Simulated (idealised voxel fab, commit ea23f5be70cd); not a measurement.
process module | voxel self aligned vias
cross-section cut | 235 nm wide | cells 5 nm
A cross-section is a grid of square cells, given in bands from the top down. A band is one or more rows of cells.
Each band's line starts with the height of the band's top and of its bottom, in nm. Then come its materials from left to right, each with its width in nm. One material with "throughout" fills the band from edge to edge. "air" is empty space.
Height 0 is the level under which the wafer as received is all one material. The lowest band goes on downwards, as in "0 down".
A width such as "30 to 40" changes by the same amount from each row of cells to the next, from the band's top row to its bottom row.
"no change" after a step means that no cell of the cross-section changed.
closed voids: empty space of 8 cells or more with no open way to the top, each as width x height at its distance from the left edge, in nm
after a step's settings: what the simulator itself notes on the step
overlay nm, on a step with a mask: how far to the right of its planned place the mask lay; to the left if negative
plan
1 op RECEIVE | material Si
2 op CONFORMAL_DEP | material SiO2 | thk nm 15
3 op CONFORMAL_DEP | material SiCN | thk nm 5
4 op DIRECTIONAL_DEP | material SiO2 | thk nm 30
5 op DIRECTIONAL_DEP | material aC | thk nm 15
6 op PATTERN | tone open | mask id LINES | material resist | width nm 25 | pitch nm 60 | thk nm 30 | overlay nm 0
7 op DIRECTIONAL_ETCH | etch materials aC | depth nm 15
8 op STRIP | etch materials resist
9 op DIRECTIONAL_ETCH | etch materials SiO2 | depth nm 30
10 op STRIP | etch materials aC
11 op CONFORMAL_DEP | material TiN | thk nm 5
12 op FILL_DEP | material W | thk nm 10
13 op CMP | height nm 50
14 op SELECTIVE_ETCH | etch materials W Ru TiN | depth nm 10
15 op FILL_DEP | material SiN | thk nm 10
16 op CMP | height nm 50
17 op DIRECTIONAL_DEP | material SiO2 | thk nm 15
18 op MASKED_ETCH | tone open | mask id VIAS | width nm 45 | etch materials SiO2 | depth nm 15 | overlay nm 0
19 op MASKED_ETCH | tone open | mask id VIAS | width nm 45 | etch materials SiN | depth nm 10 | overlay nm 0
20 op CONFORMAL_DEP | material TiN | thk nm 5
21 op FILL_DEP | material Ru | thk nm 5
22 op CMP | height nm 65
23 op CONFORMAL_DEP | material SiN | thk nm 5
as received, after step 1
  0 down: Si throughout
  closed voids: none
a wafer at the end: this start, this plan, one mistake
  70 to 65: SiN throughout
  65 to 55: SiO2 65 | TiN 5 | Ru 35 | TiN 5 | SiO2 125
  55 to 50: SiO2 65 | TiN 20 | Ru 5 | TiN 20 | SiO2 125
  50 to 45: SiO2 80 | TiN 5 | Ru 5 | TiN 5 | SiO2 45 | SiN 15 | SiO2 80
  45 to 40: SiO2 80 | TiN 15 | SiO2 45 | SiN 15 | SiO2 80
  40 to 25: SiO2 80 | TiN 5 | W 5 | TiN 5 | SiO2 45 | TiN 5 | W 5 | TiN 5 | SiO2 80
  25 to 20: SiO2 80 | TiN 15 | SiO2 45 | TiN 15 | SiO2 80
  20 to 15: SiCN throughout
  15 to 0: SiO2 throughout
  0 down: Si throughout
  closed voids: none
what went wrong: step 6 ran as: op PATTERN | tone open | mask id LINES | material resist | width nm 15 | pitch nm 60 | thk nm 30 | overlay nm 0
